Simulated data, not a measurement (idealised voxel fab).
process module | voxel transistor to metal
cross-section cut | 180 nm wide | cells 5 nm
A cross-section is a grid of square cells, given in bands from the top down. A band is one or more rows of cells.
Each band's line starts with the height of the band's top and of its bottom, in nm. Then come its materials from left to right, each with its width in nm. One material with "throughout" fills the band from edge to edge. "air" is empty space.
Height 0 is the level under which the wafer as received is all one material. The lowest band goes on downwards, as in "0 down".
A width such as "30 to 40" changes by the same amount from each row of cells to the next, from the band's top row to its bottom row.
"no change" after a step means that no cell of the cross-section changed.
closed voids: empty space of 8 cells or more with no open way to the top, each as width x height at its distance from the left edge, in nm
after a step's settings: what the simulator itself notes on the step
overlay nm, on a step with a mask: how far to the right of its planned place the mask lay; to the left if negative
plan
1 op RECEIVE | material Si
2 op CONFORMAL_DEP | material SiO2 | thk nm 5
3 op CONFORMAL_DEP | material SiN | thk nm 10
4 op MASKED_ETCH | tone cover | mask id ACTIVE | width nm 110 | etch materials SiN | depth nm 10 | overlay nm 0
5 op MASKED_ETCH | tone cover | mask id ACTIVE | width nm 110 | etch materials SiO2 | depth nm 5 | overlay nm 0
6 op MASKED_ETCH | tone cover | mask id ACTIVE | width nm 110 | etch materials Si | depth nm 20 | overlay nm 0
7 op OXIDIZE | depth nm 5
8 op FILL_DEP | material SiO2 | thk nm 10
9 op CMP | height nm 15
10 op SELECTIVE_ETCH | etch materials SiO2 | depth nm 10
11 op STRIP | etch materials SiN
12 op SELECTIVE_ETCH | etch materials SiO2 | depth nm 5
13 op OXIDIZE | depth nm 5
14 op DIRECTIONAL_DEP | material polySi | thk nm 30
15 op DIRECTIONAL_DEP | material SiCN | thk nm 10
16 op MASKED_ETCH | tone cover | mask id GATE | width nm 20 | etch materials SiCN | depth nm 20 | overlay nm 0
17 op MASKED_ETCH | tone cover | mask id GATE | width nm 20 | etch materials polySi | depth nm 40 | overlay nm 0
18 op CONFORMAL_DEP | material SiN | thk nm 5
19 op DIRECTIONAL_ETCH | etch materials SiN | depth nm 5
20 op DIRECTIONAL_ETCH | etch materials SiO2 | depth nm 5
21 op DIRECTIONAL_ETCH | etch materials Si | depth nm 5
22 op EPI | material pSi | thk nm 5
23 op FILL_DEP | material SiO2 | thk nm 10
24 op CMP | height nm 40
25 op DIRECTIONAL_DEP | material SiO2 | thk nm 10
26 op MASKED_ETCH | tone open | mask id CONTACT | width nm 30 | pitch nm 60 | etch materials SiO2 | depth nm 55 | overlay nm 0
27 op CONFORMAL_DEP | material TiN | thk nm 5
28 op FILL_DEP | material Ru | thk nm 5
29 op CMP | height nm 50
30 op CONFORMAL_DEP | material SiCN | thk nm 5
31 op DIRECTIONAL_DEP | material SiO2 | thk nm 20
32 op PATTERN | tone open | mask id METAL_1 | material resist | width nm 15 | pitch nm 75 | thk nm 15 | overlay nm 0
33 op DIRECTIONAL_ETCH | etch materials SiO2 | depth nm 20
34 op DIRECTIONAL_ETCH | etch materials SiCN | depth nm 5
35 op STRIP | etch materials resist
36 op CONFORMAL_DEP | material TiN | thk nm 5
37 op FILL_DEP | material Cu | thk nm 5
38 op CMP | height nm 75
39 op CONFORMAL_DEP | material SiCN | thk nm 5
40 op DIRECTIONAL_DEP | material SiO2 | thk nm 35
41 op PATTERN | tone open | mask id METAL_2 | material resist | width nm 15 | pitch nm 75 | thk nm 15 | overlay nm 0
42 op DIRECTIONAL_ETCH | etch materials SiO2 | depth nm 20
43 op STRIP | etch materials resist
44 op DIRECTIONAL_DEP | material aC | thk nm 15
45 op PATTERN | tone open | mask id METAL_2_HOLES | material resist | width nm 15 | pitch nm 75 | thk nm 30 | overlay nm 0
46 op DIRECTIONAL_ETCH | etch materials aC | depth nm 15
47 op STRIP | etch materials resist
48 op DIRECTIONAL_ETCH | etch materials SiO2 | depth nm 15
49 op DIRECTIONAL_ETCH | etch materials SiCN | depth nm 5
50 op STRIP | etch materials aC
51 op CONFORMAL_DEP | material TiN | thk nm 5
52 op FILL_DEP | material Ru | thk nm 5
53 op CMP | height nm 115
54 op CONFORMAL_DEP | material SiN | thk nm 5
as received, after step 1
  0 down: Si throughout
  closed voids: none
first wafer at the end, as planned
  120 to 115: SiN throughout
  115 to 80: SiO2 45 | TiN 5 | Ru 5 | TiN 5 | SiO2 60 | TiN 5 | Ru 5 | TiN 5 | SiO2 45
  80 to 75: SiCN 45 | TiN 15 | SiCN 60 | TiN 15 | SiCN 45
  75 to 55: SiO2 45 | TiN 5 | Cu 5 | TiN 5 | SiO2 60 | TiN 5 | Cu 5 | TiN 5 | SiO2 45
  55 to 50: SiCN 45 | TiN 15 | SiCN 60 | TiN 15 | SiCN 45
  50 to 40: SiO2 45 | TiN 5 | Ru 20 | TiN 5 | SiO2 30 | TiN 5 | Ru 20 | TiN 5 | SiO2 45
  40 to 30: SiO2 45 | TiN 5 | Ru 20 | TiN 5 | SiN 5 | SiCN 20 | SiN 5 | TiN 5 | Ru 20 | TiN 5 | SiO2 45
  30 to 5: SiO2 45 | TiN 5 | Ru 20 | TiN 5 | SiN 5 | polySi 20 | SiN 5 | TiN 5 | Ru 20 | TiN 5 | SiO2 45
  5 to 0: SiO2 45 | TiN 5 | Ru 15 | TiN 10 | SiN 5 | polySi 20 | SiN 5 | TiN 10 | Ru 15 | TiN 5 | SiO2 45
  0 to -5: SiO2 45 | TiN 25 | pSi 5 | SiO2 30 | pSi 5 | TiN 25 | SiO2 45
  -5 to -10: SiO2 40 | pSi 35 | Si 30 | pSi 35 | SiO2 40
  -10 to -25: SiO2 40 | Si 100 | SiO2 40
  -25 down: Si throughout
  closed voids: none
second wafer at the end: like start, like plan, one mistake
  120 to 115: SiN throughout
  115 to 80: SiO2 45 | TiN 5 | Ru 5 | TiN 5 | SiO2 60 | TiN 5 | Ru 5 | TiN 5 | SiO2 45
  80 to 75: SiCN 45 | TiN 15 | SiCN 60 | TiN 15 | SiCN 45
  75 to 55: SiO2 45 | TiN 5 | Cu 5 | TiN 5 | SiO2 60 | TiN 5 | Cu 5 | TiN 5 | SiO2 45
  55 to 50: SiCN 45 | TiN 15 | SiCN 60 | TiN 15 | SiCN 45
  50 to 45: Ru 40 | TiN 5 | SiO2 30 | TiN 5 | Ru 20 | TiN 5 | SiO2 30 | TiN 5 | Ru 40
  45 to 40: Ru 40 | TiN 5 | SiO2 30 | TiN 30 | SiO2 30 | TiN 5 | Ru 40
  40 to 30: Ru 40 | TiN 5 | SiO2 30 | SiN 5 | SiCN 20 | SiN 5 | SiO2 30 | TiN 5 | Ru 40
  30 to 0: Ru 40 | TiN 5 | SiO2 30 | SiN 5 | polySi 20 | SiN 5 | SiO2 30 | TiN 5 | Ru 40
  0 to -5: TiN 45 | SiO2 25 | pSi 5 | SiO2 30 | pSi 5 | SiO2 25 | TiN 45
  -5 to -10: SiO2 40 | pSi 35 | Si 30 | pSi 35 | SiO2 40
  -10 to -25: SiO2 40 | Si 100 | SiO2 40
  -25 down: Si throughout
  closed voids: none
what went wrong: step 26 ran as: op MASKED_ETCH | tone cover | mask id CONTACT | width nm 30 | pitch nm 60 | etch materials SiO2 | depth nm 55 | overlay nm 0
at the end the second wafer has, in cells: 86 more of Ru | 80 fewer of SiO2 | 6 fewer of TiN
